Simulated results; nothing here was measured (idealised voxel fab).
Proc. module: voxel tone inversion
In the cross-section labelled cut, the width is 255 nm and each square cell is 5 nm.
Notation: cross-section as square-cell grid; stated in bands, top first, going down; one or more cell rows per band. It is stipulated that each band's entry specify, in nanometres, the height of the top of the band and then that of its bottom, followed by the materials of the band in left-to-right sequence, each together with its width in nanometres. A single material marked by the word "throughout" is understood to fill the band from edge to edge; the word "blank" is understood to denote empty space. Where do heights start? At 0: under that level the wafer as delivered is made of one material only. And the lowest band has no floor; it just carries on downward, as in "top 0, no bottom". The notation "30..40" denotes a width that varies across the rows of cells in the band, beginning at the first number in the top row, finishing at the second number in the bottom row, and changing by an identical amount from each row to the next. You'll sometimes find "remains unaltered" written for a step, and that's the way of saying that nowhere in the cross-section did a cell change during that step. Heads up: "Closed empty spaces" only lists the empty pockets with no open path to the top that are 8 cells or more, and it writes them as width x height at distance, distance from the left edge, in nm. Step line, after settings: the simulator's comment on this step. What "overlay nm" on a step's line means: if the step has a mask, that mask lay this far to the right of its planned place, or, when the value is negative, to the left.

Set out below are the planned steps of the process:
1,RECEIVE (material Si)
2,CONFORMAL_DEP (material SiN; thk nm 5)
3,DIRECTIONAL_DEP (material aC; thk nm 25)
4,PATTERN (tone cover; mask id POSTS; material resist; width nm 15; pitch nm 35; thk nm 35; overlay nm 0)
5,DIRECTIONAL_ETCH (etch materials aC; depth nm 25)
6,STRIP (etch materials resist)
7,FILL_DEP (material lowk; thk nm 10)
8,CMP (height nm 30)
9,STRIP (etch materials aC)
10,CONFORMAL_DEP (material TiN; thk nm 5)
11,FILL_DEP (material Cu; thk nm 10)
12,CMP (height nm 30)
13,CONFORMAL_DEP (material SiN; thk nm 5)

Wafer cross-section on receipt, i.e. after step 1:
> top 0, no bottom | Si throughout
> Closed empty spaces: none

Cross-section taken at module completion on the first of two wafers; processed per the plan:
> top 35, bottom 30 | SiN throughout
> top 30, bottom 10 | lowk (100), TiN (5), Cu (5), TiN (5), lowk (20), TiN (5), Cu (5), TiN (5), lowk (105)
> top 10, bottom 5 | lowk (100), TiN (15), lowk (20), TiN (15), lowk (105)
> top 5, bottom 0 | SiN throughout
> top 0, no bottom | Si throughout
> Closed empty spaces: none

Wafer two, end of module, cross-section. Same start, same plan as wafer one. One mistake in the run:
> top 35, bottom 30 | SiN throughout
> top 30, bottom 10 | lowk (100), TiN (5), Cu (10), TiN (5), lowk (15), TiN (5), Cu (10), TiN (5), lowk (100)
> top 10, bottom 5 | lowk (100), TiN (20), lowk (15), TiN (20), lowk (100)
> top 5, bottom 0 | SiN throughout
> top 0, no bottom | Si throughout
> Closed empty spaces: none
Short version of what went wrong: step 4 went in with a setting other than planned; the actual run was PATTERN (tone cover; mask id POSTS; material resist; width nm 20; pitch nm 35; thk nm 35; overlay nm 0)
The second wafer ends with more or fewer cells of some materials than the first, per final count: Cu +8 | TiN +2 | lowk -10
